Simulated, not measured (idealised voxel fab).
Process module heading - voxel transistor to metal
For reference, the cross-section in this document is cut, with width 155 nm and square cells of 5 nm.
A cross-section is a grid of square cells, given in bands from the top down. A band is one or more rows of cells.
Band: top and bottom heights (nm) first, top before bottom; then materials from left to right, widths in nm. "edge to edge" marks a sole material filling the band edge to edge. "air" denotes empty space.
All heights in this document are referenced to 0, defined as the level beneath which the wafer, as received, consists entirely of one material. The lowest band is not bounded below; it extends indefinitely downward and is written in the form "z 0 and below".
The notation "30->40" denotes a width that varies across the rows of cells in the band, beginning at the first number in the top row, finishing at the second number in the bottom row, and changing by an identical amount from each row to the next.
"nothing altered" after a step means that no cell of the cross-section changed.
"Sealed-off cavities": empty spaces of 8 cells or more with no open way to the top, each given as width x height at distance, distance from the left edge, all in nm.
What comes after the settings on a step's line is commentary from the simulator itself on that step.
If you see "overlay nm" on a step's line and that step has a mask, it's telling you how far right of where it was planned the mask ended up; a negative number means it went left instead.
[Steps planned for the process]
1,RECEIVE [material Si]
2,OXIDIZE [depth nm 5]
3,CONFORMAL_DEP [material SiN] [thk nm 15]
4,MASKED_ETCH [tone cover] [mask id ACTIVE] [width nm 95] [etch materials SiN] [depth nm 15] [overlay nm 0]
5,MASKED_ETCH [tone cover] [mask id ACTIVE] [width nm 95] [etch materials SiO2] [depth nm 5] [overlay nm 0]
6,MASKED_ETCH [tone cover] [mask id ACTIVE] [width nm 95] [etch materials Si] [depth nm 25] [overlay nm 0]
7,OXIDIZE [depth nm 5]
8,FILL_DEP [material SiO2] [thk nm 5]
9,CMP [height nm 15]
10,SELECTIVE_ETCH [etch materials SiO2] [depth nm 10]
11,STRIP [etch materials SiN]
12,SELECTIVE_ETCH [etch materials SiO2] [depth nm 5]
13,OXIDIZE [depth nm 5]
14,DIRECTIONAL_DEP [material polySi] [thk nm 20]
15,DIRECTIONAL_DEP [material SiCN] [thk nm 10]
16,MASKED_ETCH [tone cover] [mask id GATE] [width nm 15] [etch materials SiCN] [depth nm 20] [overlay nm 0]
17,MASKED_ETCH [tone cover] [mask id GATE] [width nm 15] [etch materials polySi] [depth nm 30] [overlay nm 0]
18,CONFORMAL_DEP [material SiO2] [thk nm 5]
19,DIRECTIONAL_ETCH [etch materials SiO2] [depth nm 5]
20,CONFORMAL_DEP [material SiN] [thk nm 10]
21,DIRECTIONAL_ETCH [etch materials SiN] [depth nm 10]
22,DIRECTIONAL_ETCH [etch materials SiO2] [depth nm 5]
23,DIRECTIONAL_ETCH [etch materials Si] [depth nm 15]
24,EPI [material pSi] [thk nm 20]
25,FILL_DEP [material SiO2] [thk nm 10]
26,CMP [height nm 25]
27,DIRECTIONAL_DEP [material SiO2] [thk nm 15]
28,PATTERN [tone open] [mask id CONTACT] [material resist] [width nm 20] [pitch nm 65] [thk nm 15] [overlay nm 0]
29,DIRECTIONAL_ETCH [etch materials SiO2] [depth nm 30]
30,STRIP [etch materials resist]
31,CONFORMAL_DEP [material TiN] [thk nm 5]
32,FILL_DEP [material W] [thk nm 5]
33,CMP [height nm 40]
34,DIRECTIONAL_DEP [material TiN] [thk nm 5]
35,DIRECTIONAL_DEP [material Ru] [thk nm 25]
36,PATTERN [tone cover] [mask id METAL_1] [material resist] [width nm 20] [pitch nm 65] [thk nm 15] [overlay nm 0]
37,DIRECTIONAL_ETCH [etch materials Ru] [depth nm 25]
38,DIRECTIONAL_ETCH [etch materials TiN] [depth nm 5]
39,STRIP [etch materials resist]
40,FILL_DEP [material lowk] [thk nm 10]
41,CMP [height nm 70]
42,CONFORMAL_DEP [material SiCN] [thk nm 5]
43,DIRECTIONAL_DEP [material SiO2] [thk nm 35]
44,MASKED_ETCH [tone open] [mask id METAL_2_HOLES] [width nm 15] [pitch nm 65] [etch materials SiO2] [depth nm 35] [overlay nm 0]
45,PATTERN [tone open] [mask id METAL_2] [material resist] [width nm 20] [pitch nm 65] [thk nm 20] [overlay nm 0]
46,DIRECTIONAL_ETCH [etch materials SiO2] [depth nm 20]
47,DIRECTIONAL_ETCH [etch materials SiCN] [depth nm 5]
48,STRIP [etch materials resist]
49,CONFORMAL_DEP [material TiN] [thk nm 5]
50,FILL_DEP [material Ru] [thk nm 5]
51,CMP [height nm 110]
52,CONFORMAL_DEP [material SiCN] [thk nm 5]
[Concerning the first of two wafers, which was run in accordance with the plan]
[Incoming wafer, cross-sectional view, post step 1]
    z 0 and below | Si edge to edge
    Sealed-off cavities: none
[The wafer in cross-section once step 2 is complete]
    z 0 to -5 | SiO2 edge to edge
    Note: structure below -5 unchanged.
[The wafer in cross-section once step 3 is complete]
    z 15 to 0 | SiN edge to edge
    Note: structure below 0 unchanged.
[The wafer in cross-section once step 4 is complete]
    z 15 to 0 | 30 nm air  95 nm SiN  30 nm air
    Note: structure below 0 unchanged.
[The wafer in cross-section once step 5 is complete]
    z 15 to 0 | 30 nm air  95 nm SiN  30 nm air
    z 0 to -5 | 30 nm air  95 nm SiO2  30 nm air
    Note: structure below -5 unchanged.
[The wafer in cross-section once step 6 is complete]
    z 15 to 0 | 30 nm air  95 nm SiN  30 nm air
    z 0 to -5 | 30 nm air  95 nm SiO2  30 nm air
    z -5 to -30 | 30 nm air  95 nm Si  30 nm air
    Note: structure below -30 unchanged.
[The wafer in cross-section once step 7 is complete]
    z 15 to 0 | 30 nm air  95 nm SiN  30 nm air
    z 0 to -5 | 30 nm air  95 nm SiO2  30 nm air
    z -5 to -30 | 30 nm air  5 nm SiO2  85 nm Si  5 nm SiO2  30 nm air
    z -30 to -35 | 35 nm SiO2  85 nm Si  35 nm SiO2
    Note: structure below -35 unchanged.
[The wafer in cross-section once step 8 is complete]
    z 20 to 15 | SiO2 edge to edge
    z 15 to 0 | 30 nm SiO2  95 nm SiN  30 nm SiO2
    z 0 to -5 | SiO2 edge to edge
    z -5 to -35 | 35 nm SiO2  85 nm Si  35 nm SiO2
    Note: structure below -35 unchanged.
[The wafer in cross-section once step 9 is complete]
    z 15 to 0 | 30 nm SiO2  95 nm SiN  30 nm SiO2
    Note: structure below 0 unchanged.
[The wafer in cross-section once step 10 is complete]
    z 15 to 5 | 30 nm air  95 nm SiN  30 nm air
    Note: structure below 5 unchanged.
[The wafer in cross-section once step 11 is complete]
    z 5 to 0 | 30 nm SiO2  95 nm air  30 nm SiO2
    Note: structure below 0 unchanged.
[The wafer in cross-section once step 12 is complete]
    z 0 to -5 | 25 nm SiO2  105 nm air  25 nm SiO2
    Note: structure below -5 unchanged.
[The wafer in cross-section once step 13 is complete]
    z 0 to -5 | 25 nm SiO2  105 nm air  25 nm SiO2
    z -5 to -10 | SiO2 edge to edge
    Note: structure below -10 unchanged.
[The wafer in cross-section once step 14 is complete]
    z 20 to 15 | 25 nm polySi  105 nm air  25 nm polySi
    z 15 to 0 | polySi edge to edge
    z 0 to -5 | 25 nm SiO2  105 nm polySi  25 nm SiO2
    Note: structure below -5 unchanged.
[The wafer in cross-section once step 15 is complete]
    z 30 to 25 | 25 nm SiCN  105 nm air  25 nm SiCN
    z 25 to 20 | SiCN edge to edge
    z 20 to 15 | 25 nm polySi  105 nm SiCN  25 nm polySi
    Note: structure below 15 unchanged.
[The wafer in cross-section once step 16 is complete]
    z 25 to 20 | 70 nm air  15 nm SiCN  70 nm air
    z 20 to 15 | 25 nm polySi  45 nm air  15 nm SiCN  45 nm air  25 nm polySi
    Note: structure below 15 unchanged.
[The wafer in cross-section once step 17 is complete]
    z 25 to 15 | 70 nm air  15 nm SiCN  70 nm air
    z 15 to 0 | 70 nm air  15 nm polySi  70 nm air
    z 0 to -5 | 25 nm SiO2  45 nm air  15 nm polySi  45 nm air  25 nm SiO2
    Note: structure below -5 unchanged.
[The wafer in cross-section once step 18 is complete]
    z 30 to 25 | 65 nm air  25 nm SiO2  65 nm air
    z 25 to 15 | 65 nm air  5 nm SiO2  15 nm SiCN  5 nm SiO2  65 nm air
    z 15 to 5 | 65 nm air  5 nm SiO2  15 nm polySi  5 nm SiO2  65 nm air
    z 5 to 0 | 30 nm SiO2  35 nm air  5 nm SiO2  15 nm polySi  5 nm SiO2  35 nm air  30 nm SiO2
    z 0 to -5 | 70 nm SiO2  15 nm polySi  70 nm SiO2
    Note: structure below -5 unchanged.
[The wafer in cross-section once step 19 is complete]
    z 25 to 15 | 65 nm air  5 nm SiO2  15 nm SiCN  5 nm SiO2  65 nm air
    z 15 to 0 | 65 nm air  5 nm SiO2  15 nm polySi  5 nm SiO2  65 nm air
    z 0 to -5 | 30 nm SiO2  35 nm air  5 nm SiO2  15 nm polySi  5 nm SiO2  35 nm air  30 nm SiO2
    Note: structure below -5 unchanged.
[The wafer in cross-section once step 20 is complete]
    z 35 to 25 | 55 nm air  45 nm SiN  55 nm air
    z 25 to 15 | 55 nm air  10 nm SiN  5 nm SiO2  15 nm SiCN  5 nm SiO2  10 nm SiN  55 nm air
    z 15 to 10 | 55 nm air  10 nm SiN  5 nm SiO2  15 nm polySi  5 nm SiO2  10 nm SiN  55 nm air
    z 10 to 5 | 40 nm SiN  15 nm air  10 nm SiN  5 nm SiO2  15 nm polySi  5 nm SiO2  10 nm SiN  15 nm air  40 nm SiN
    z 5 to 0 | 65 nm SiN  5 nm SiO2  15 nm polySi  5 nm SiO2  65 nm SiN
    z 0 to -5 | 30 nm SiO2  35 nm SiN  5 nm SiO2  15 nm polySi  5 nm SiO2  35 nm SiN  30 nm SiO2
    Note: structure below -5 unchanged.
[The wafer in cross-section once step 21 is complete]
    z 25 to 15 | 55 nm air  10 nm SiN  5 nm SiO2  15 nm SiCN  5 nm SiO2  10 nm SiN  55 nm air
    z 15 to 0 | 55 nm air  10 nm SiN  5 nm SiO2  15 nm polySi  5 nm SiO2  10 nm SiN  55 nm air
    z 0 to -5 | 30 nm SiO2  10 nm SiN  15 nm air  10 nm SiN  5 nm SiO2  15 nm polySi  5 nm SiO2  10 nm SiN  15 nm air  10 nm SiN  30 nm SiO2
    Note: structure below -5 unchanged.
[The wafer in cross-section once step 22 is complete]
    z 25 to 20 | 55 nm air  10 nm SiN  5 nm air  15 nm SiCN  5 nm air  10 nm SiN  55 nm air
    z 20 to 15 | 55 nm air  10 nm SiN  5 nm SiO2  15 nm SiCN  5 nm SiO2  10 nm SiN  55 nm air
    z 15 to 0 | 55 nm air  10 nm SiN  5 nm SiO2  15 nm polySi  5 nm SiO2  10 nm SiN  55 nm air
    z 0 to -5 | 30 nm air  10 nm SiN  15 nm air  10 nm SiN  5 nm SiO2  15 nm polySi  5 nm SiO2  10 nm SiN  15 nm air  10 nm SiN  30 nm air
    z -5 to -10 | 40 nm SiO2  15 nm air  45 nm SiO2  15 nm air  40 nm SiO2
    Note: structure below -10 unchanged.
[The wafer in cross-section once step 23 is complete]
    z 25 to 20 | 55 nm air  10 nm SiN  5 nm air  15 nm SiCN  5 nm air  10 nm SiN  55 nm air
    z 20 to 15 | 55 nm air  10 nm SiN  5 nm SiO2  15 nm SiCN  5 nm SiO2  10 nm SiN  55 nm air
    z 15 to 0 | 55 nm air  10 nm SiN  5 nm SiO2  15 nm polySi  5 nm SiO2  10 nm SiN  55 nm air
    z 0 to -5 | 30 nm air  10 nm SiN  15 nm air  10 nm SiN  5 nm SiO2  15 nm polySi  5 nm SiO2  10 nm SiN  15 nm air  10 nm SiN  30 nm air
    z -5 to -10 | 40 nm SiO2  15 nm air  45 nm SiO2  15 nm air  40 nm SiO2
    z -10 to -25 | 35 nm SiO2  5 nm Si  15 nm air  45 nm Si  15 nm air  5 nm Si  35 nm SiO2
    Note: structure below -25 unchanged.
[The wafer in cross-section once step 24 is complete]
    z 25 to 20 | 55 nm air  10 nm SiN  5 nm air  15 nm SiCN  5 nm air  10 nm SiN  55 nm air
    z 20 to 15 | 55 nm air  10 nm SiN  5 nm SiO2  15 nm SiCN  5 nm SiO2  10 nm SiN  55 nm air
    z 15 to 10 | 55 nm air  10 nm SiN  5 nm SiO2  15 nm polySi  5 nm SiO2  10 nm SiN  55 nm air
    z 10 to 0 | 30 nm air  25 nm pSi  10 nm SiN  5 nm SiO2  15 nm polySi  5 nm SiO2  10 nm SiN  25 nm pSi  30 nm air
    z 0 to -5 | 30 nm air  10 nm SiN  15 nm pSi  10 nm SiN  5 nm SiO2  15 nm polySi  5 nm SiO2  10 nm SiN  15 nm pSi  10 nm SiN  30 nm air
    z -5 to -10 | 40 nm SiO2  15 nm pSi  45 nm SiO2  15 nm pSi  40 nm SiO2
    z -10 to -25 | 35 nm SiO2  5 nm Si  15 nm pSi  45 nm Si  15 nm pSi  5 nm Si  35 nm SiO2
    Note: structure below -25 unchanged.
[The wafer in cross-section once step 25 is complete]
    z 35 to 25 | SiO2 edge to edge
    z 25 to 15 | 55 nm SiO2  10 nm SiN  5 nm SiO2  15 nm SiCN  5 nm SiO2  10 nm SiN  55 nm SiO2
    z 15 to 10 | 55 nm SiO2  10 nm SiN  5 nm SiO2  15 nm polySi  5 nm SiO2  10 nm SiN  55 nm SiO2
    z 10 to 0 | 30 nm SiO2  25 nm pSi  10 nm SiN  5 nm SiO2  15 nm polySi  5 nm SiO2  10 nm SiN  25 nm pSi  30 nm SiO2
    z 0 to -5 | 30 nm SiO2  10 nm SiN  15 nm pSi  10 nm SiN  5 nm SiO2  15 nm polySi  5 nm SiO2  10 nm SiN  15 nm pSi  10 nm SiN  30 nm SiO2
    Note: structure below -5 unchanged.
[The wafer in cross-section once step 26 is complete]
    z 25 to 15 | 55 nm SiO2  10 nm SiN  5 nm SiO2  15 nm SiCN  5 nm SiO2  10 nm SiN  55 nm SiO2
    Note: structure below 15 unchanged.
[The wafer in cross-section once step 27 is complete]
    z 40 to 25 | SiO2 edge to edge
    Note: structure below 25 unchanged.
[The wafer in cross-section once step 28 is complete]
    z 55 to 40 | 35 nm resist  20 nm air  45 nm resist  20 nm air  35 nm resist
    Note: structure below 40 unchanged.
[The wafer in cross-section once step 29 is complete]
    z 55 to 40 | 35 nm resist  20 nm air  45 nm resist  20 nm air  35 nm resist
    z 40 to 25 | 35 nm SiO2  20 nm air  45 nm SiO2  20 nm air  35 nm SiO2
    z 25 to 15 | 35 nm SiO2  20 nm air  10 nm SiN  5 nm SiO2  15 nm SiCN  5 nm SiO2  10 nm SiN  20 nm air  35 nm SiO2
    z 15 to 10 | 35 nm SiO2  20 nm air  10 nm SiN  5 nm SiO2  15 nm polySi  5 nm SiO2  10 nm SiN  20 nm air  35 nm SiO2
    Note: structure below 10 unchanged.
[The wafer in cross-section once step 30 is complete]
    z 40 to 25 | 35 nm SiO2  20 nm air  45 nm SiO2  20 nm air  35 nm SiO2
    Note: structure below 25 unchanged.
[The wafer in cross-section once step 31 is complete]
    z 45 to 40 | 40 nm TiN  10 nm air  55 nm TiN  10 nm air  40 nm TiN
    z 40 to 25 | 35 nm SiO2  5 nm TiN  10 nm air  5 nm TiN  45 nm SiO2  5 nm TiN  10 nm air  5 nm TiN  35 nm SiO2
    z 25 to 15 | 35 nm SiO2  5 nm TiN  10 nm air  5 nm TiN  10 nm SiN  5 nm SiO2  15 nm SiCN  5 nm SiO2  10 nm SiN  5 nm TiN  10 nm air  5 nm TiN  35 nm SiO2
    z 15 to 10 | 35 nm SiO2  20 nm TiN  10 nm SiN  5 nm SiO2  15 nm polySi  5 nm SiO2  10 nm SiN  20 nm TiN  35 nm SiO2
    Note: structure below 10 unchanged.
[The wafer in cross-section once step 32 is complete]
    z 50 to 45 | W edge to edge
    z 45 to 40 | 40 nm TiN  10 nm W  55 nm TiN  10 nm W  40 nm TiN
    z 40 to 25 | 35 nm SiO2  5 nm TiN  10 nm W  5 nm TiN  45 nm SiO2  5 nm TiN  10 nm W  5 nm TiN  35 nm SiO2
    z 25 to 15 | 35 nm SiO2  5 nm TiN  10 nm W  5 nm TiN  10 nm SiN  5 nm SiO2  15 nm SiCN  5 nm SiO2  10 nm SiN  5 nm TiN  10 nm W  5 nm TiN  35 nm SiO2
    Note: structure below 15 unchanged.
[The wafer in cross-section once step 33 is complete]
    z 40 to 25 | 35 nm SiO2  5 nm TiN  10 nm W  5 nm TiN  45 nm SiO2  5 nm TiN  10 nm W  5 nm TiN  35 nm SiO2
    Note: structure below 25 unchanged.
[The wafer in cross-section once step 34 is complete]
    z 45 to 40 | TiN edge to edge
    Note: structure below 40 unchanged.
[The wafer in cross-section once step 35 is complete]
    z 70 to 45 | Ru edge to edge
    Note: structure below 45 unchanged.
[The wafer in cross-section once step 36 is complete]
    z 85 to 70 | 35 nm air  20 nm resist  45 nm air  20 nm resist  35 nm air
    Note: structure below 70 unchanged.
[The wafer in cross-section once step 37 is complete]
    z 85 to 70 | 35 nm air  20 nm resist  45 nm air  20 nm resist  35 nm air
    z 70 to 45 | 35 nm air  20 nm Ru  45 nm air  20 nm Ru  35 nm air
    Note: structure below 45 unchanged.
[The wafer in cross-section once step 38 is complete]
    z 85 to 70 | 35 nm air  20 nm resist  45 nm air  20 nm resist  35 nm air
    z 70 to 45 | 35 nm air  20 nm Ru  45 nm air  20 nm Ru  35 nm air
    z 45 to 40 | 35 nm air  20 nm TiN  45 nm air  20 nm TiN  35 nm air
    Note: structure below 40 unchanged.
[The wafer in cross-section once step 39 is complete]
    z 70 to 45 | 35 nm air  20 nm Ru  45 nm air  20 nm Ru  35 nm air
    Note: structure below 45 unchanged.
[The wafer in cross-section once step 40 is complete]
    z 80 to 70 | lowk edge to edge
    z 70 to 45 | 35 nm lowk  20 nm Ru  45 nm lowk  20 nm Ru  35 nm lowk
    z 45 to 40 | 35 nm lowk  20 nm TiN  45 nm lowk  20 nm TiN  35 nm lowk
    Note: structure below 40 unchanged.
[The wafer in cross-section once step 41 is complete]
    z 70 to 45 | 35 nm lowk  20 nm Ru  45 nm lowk  20 nm Ru  35 nm lowk
    Note: structure below 45 unchanged.
[The wafer in cross-section once step 42 is complete]
    z 75 to 70 | SiCN edge to edge
    Note: structure below 70 unchanged.
[The wafer in cross-section once step 43 is complete]
    z 110 to 75 | SiO2 edge to edge
    Note: structure below 75 unchanged.
[The wafer in cross-section once step 44 is complete]
    z 110 to 75 | 35 nm SiO2  15 nm air  50 nm SiO2  15 nm air  40 nm SiO2
    Note: structure below 75 unchanged.
[The wafer in cross-section once step 45 is complete]
    z 130 to 110 | 35 nm resist  20 nm air  45 nm resist  20 nm air  35 nm resist
    Note: structure below 110 unchanged.
[The wafer in cross-section once step 46 is complete]
    z 130 to 110 | 35 nm resist  20 nm air  45 nm resist  20 nm air  35 nm resist
    z 110 to 90 | 35 nm SiO2  20 nm air  45 nm SiO2  20 nm air  35 nm SiO2
    Note: structure below 90 unchanged.
[The wafer in cross-section once step 47 is complete]
    z 130 to 110 | 35 nm resist  20 nm air  45 nm resist  20 nm air  35 nm resist
    z 110 to 90 | 35 nm SiO2  20 nm air  45 nm SiO2  20 nm air  35 nm SiO2
    z 90 to 75 | 35 nm SiO2  15 nm air  50 nm SiO2  15 nm air  40 nm SiO2
    z 75 to 70 | 35 nm SiCN  15 nm air  50 nm SiCN  15 nm air  40 nm SiCN
    Note: structure below 70 unchanged.
[The wafer in cross-section once step 48 is complete]
    z 110 to 90 | 35 nm SiO2  20 nm air  45 nm SiO2  20 nm air  35 nm SiO2
    Note: structure below 90 unchanged.
[The wafer in cross-section once step 49 is complete]
    z 115 to 110 | 40 nm TiN  10 nm air  55 nm TiN  10 nm air  40 nm TiN
    z 110 to 95 | 35 nm SiO2  5 nm TiN  10 nm air  5 nm TiN  45 nm SiO2  5 nm TiN  10 nm air  5 nm TiN  35 nm SiO2
    z 95 to 90 | 35 nm SiO2  5 nm TiN  5 nm air  10 nm TiN  45 nm SiO2  5 nm TiN  5 nm air  10 nm TiN  35 nm SiO2
    z 90 to 75 | 35 nm SiO2  5 nm TiN  5 nm air  5 nm TiN  50 nm SiO2  5 nm TiN  5 nm air  5 nm TiN  40 nm SiO2
    z 75 to 70 | 35 nm SiCN  15 nm TiN  50 nm SiCN  15 nm TiN  40 nm SiCN
    Note: structure below 70 unchanged.
[The wafer in cross-section once step 50 is complete]
    z 120 to 115 | Ru edge to edge
    z 115 to 110 | 40 nm TiN  10 nm Ru  55 nm TiN  10 nm Ru  40 nm TiN
    z 110 to 95 | 35 nm SiO2  5 nm TiN  10 nm Ru  5 nm TiN  45 nm SiO2  5 nm TiN  10 nm Ru  5 nm TiN  35 nm SiO2
    z 95 to 90 | 35 nm SiO2  5 nm TiN  5 nm Ru  10 nm TiN  45 nm SiO2  5 nm TiN  5 nm Ru  10 nm TiN  35 nm SiO2
    z 90 to 75 | 35 nm SiO2  5 nm TiN  5 nm Ru  5 nm TiN  50 nm SiO2  5 nm TiN  5 nm Ru  5 nm TiN  40 nm SiO2
    Note: structure below 75 unchanged.
[The wafer in cross-section once step 51 is complete]
    z 110 to 95 | 35 nm SiO2  5 nm TiN  10 nm Ru  5 nm TiN  45 nm SiO2  5 nm TiN  10 nm Ru  5 nm TiN  35 nm SiO2
    Note: structure below 95 unchanged.
[The wafer in cross-section once step 52 is complete]
    z 115 to 110 | SiCN edge to edge
    Note: structure below 110 unchanged.
[Wafer two. Identical start, identical plan. One mistake in execution. Identical history through step 35]
[Look at the second wafer in cross-section at the time step 36 ought to have finished]
    z 85 to 70 | 30 nm air  30 nm resist  35 nm air  30 nm resist  30 nm air
    Note: structure below 70 unchanged.
[Look at the second wafer in cross-section at the time step 37 ought to have finished]
    z 85 to 70 | 30 nm air  30 nm resist  35 nm air  30 nm resist  30 nm air
    z 70 to 45 | 30 nm air  30 nm Ru  35 nm air  30 nm Ru  30 nm air
    Note: structure below 45 unchanged.
[Look at the second wafer in cross-section at the time step 38 ought to have finished]
    z 85 to 70 | 30 nm air  30 nm resist  35 nm air  30 nm resist  30 nm air
    z 70 to 45 | 30 nm air  30 nm Ru  35 nm air  30 nm Ru  30 nm air
    z 45 to 40 | 30 nm air  30 nm TiN  35 nm air  30 nm TiN  30 nm air
    Note: structure below 40 unchanged.
[Look at the second wafer in cross-section at the time step 39 ought to have finished]
    z 70 to 45 | 30 nm air  30 nm Ru  35 nm air  30 nm Ru  30 nm air
    Note: structure below 45 unchanged.
[Look at the second wafer in cross-section at the time step 40 ought to have finished]
    z 80 to 70 | lowk edge to edge
    z 70 to 45 | 30 nm lowk  30 nm Ru  35 nm lowk  30 nm Ru  30 nm lowk
    z 45 to 40 | 30 nm lowk  30 nm TiN  35 nm lowk  30 nm TiN  30 nm lowk
    Note: structure below 40 unchanged.
[Look at the second wafer in cross-section at the time step 41 ought to have finished]
    z 70 to 45 | 30 nm lowk  30 nm Ru  35 nm lowk  30 nm Ru  30 nm lowk
    Note: structure below 45 unchanged.
[Look at the second wafer in cross-section at the time step 42 ought to have finished]
    z 75 to 70 | SiCN edge to edge
    Note: structure below 70 unchanged.
[Look at the second wafer in cross-section at the time step 43 ought to have finished]
    z 110 to 75 | SiO2 edge to edge
    Note: structure below 75 unchanged.
[Look at the second wafer in cross-section at the time step 44 ought to have finished]
    z 110 to 75 | 35 nm SiO2  15 nm air  50 nm SiO2  15 nm air  40 nm SiO2
    Note: structure below 75 unchanged.
[Look at the second wafer in cross-section at the time step 45 ought to have finished]
    z 130 to 110 | 35 nm resist  20 nm air  45 nm resist  20 nm air  35 nm resist
    Note: structure below 110 unchanged.
[Look at the second wafer in cross-section at the time step 46 ought to have finished]
    z 130 to 110 | 35 nm resist  20 nm air  45 nm resist  20 nm air  35 nm resist
    z 110 to 90 | 35 nm SiO2  20 nm air  45 nm SiO2  20 nm air  35 nm SiO2
    Note: structure below 90 unchanged.
[Look at the second wafer in cross-section at the time step 47 ought to have finished]
    z 130 to 110 | 35 nm resist  20 nm air  45 nm resist  20 nm air  35 nm resist
    z 110 to 90 | 35 nm SiO2  20 nm air  45 nm SiO2  20 nm air  35 nm SiO2
    z 90 to 75 | 35 nm SiO2  15 nm air  50 nm SiO2  15 nm air  40 nm SiO2
    z 75 to 70 | 35 nm SiCN  15 nm air  50 nm SiCN  15 nm air  40 nm SiCN
    Note: structure below 70 unchanged.
[Look at the second wafer in cross-section at the time step 48 ought to have finished]
    z 110 to 90 | 35 nm SiO2  20 nm air  45 nm SiO2  20 nm air  35 nm SiO2
    Note: structure below 90 unchanged.
[Look at the second wafer in cross-section at the time step 49 ought to have finished]
    z 115 to 110 | 40 nm TiN  10 nm air  55 nm TiN  10 nm air  40 nm TiN
    z 110 to 95 | 35 nm SiO2  5 nm TiN  10 nm air  5 nm TiN  45 nm SiO2  5 nm TiN  10 nm air  5 nm TiN  35 nm SiO2
    z 95 to 90 | 35 nm SiO2  5 nm TiN  5 nm air  10 nm TiN  45 nm SiO2  5 nm TiN  5 nm air  10 nm TiN  35 nm SiO2
    z 90 to 75 | 35 nm SiO2  5 nm TiN  5 nm air  5 nm TiN  50 nm SiO2  5 nm TiN  5 nm air  5 nm TiN  40 nm SiO2
    z 75 to 70 | 35 nm SiCN  15 nm TiN  50 nm SiCN  15 nm TiN  40 nm SiCN
    Note: structure below 70 unchanged.
[Look at the second wafer in cross-section at the time step 50 ought to have finished]
    z 120 to 115 | Ru edge to edge
    z 115 to 110 | 40 nm TiN  10 nm Ru  55 nm TiN  10 nm Ru  40 nm TiN
    z 110 to 95 | 35 nm SiO2  5 nm TiN  10 nm Ru  5 nm TiN  45 nm SiO2  5 nm TiN  10 nm Ru  5 nm TiN  35 nm SiO2
    z 95 to 90 | 35 nm SiO2  5 nm TiN  5 nm Ru  10 nm TiN  45 nm SiO2  5 nm TiN  5 nm Ru  10 nm TiN  35 nm SiO2
    z 90 to 75 | 35 nm SiO2  5 nm TiN  5 nm Ru  5 nm TiN  50 nm SiO2  5 nm TiN  5 nm Ru  5 nm TiN  40 nm SiO2
    Note: structure below 75 unchanged.
[Look at the second wafer in cross-section at the time step 51 ought to have finished]
    z 110 to 95 | 35 nm SiO2  5 nm TiN  10 nm Ru  5 nm TiN  45 nm SiO2  5 nm TiN  10 nm Ru  5 nm TiN  35 nm SiO2
    Note: structure below 95 unchanged.
[Look at the second wafer in cross-section at the time step 52 ought to have finished]
    z 115 to 110 | SiCN edge to edge
    Note: structure below 110 unchanged.
Where did the run depart from the plan? step 36 was processed under conditions differing from the plan, specifically as PATTERN [tone cover] [mask id METAL_1] [material resist] [width nm 30] [pitch nm 65] [thk nm 15] [overlay nm 0]
Final wafer comparison in cells, second versus first, more or fewer per material: 20 more of Ru; 4 more of TiN; 24 fewer of lowk
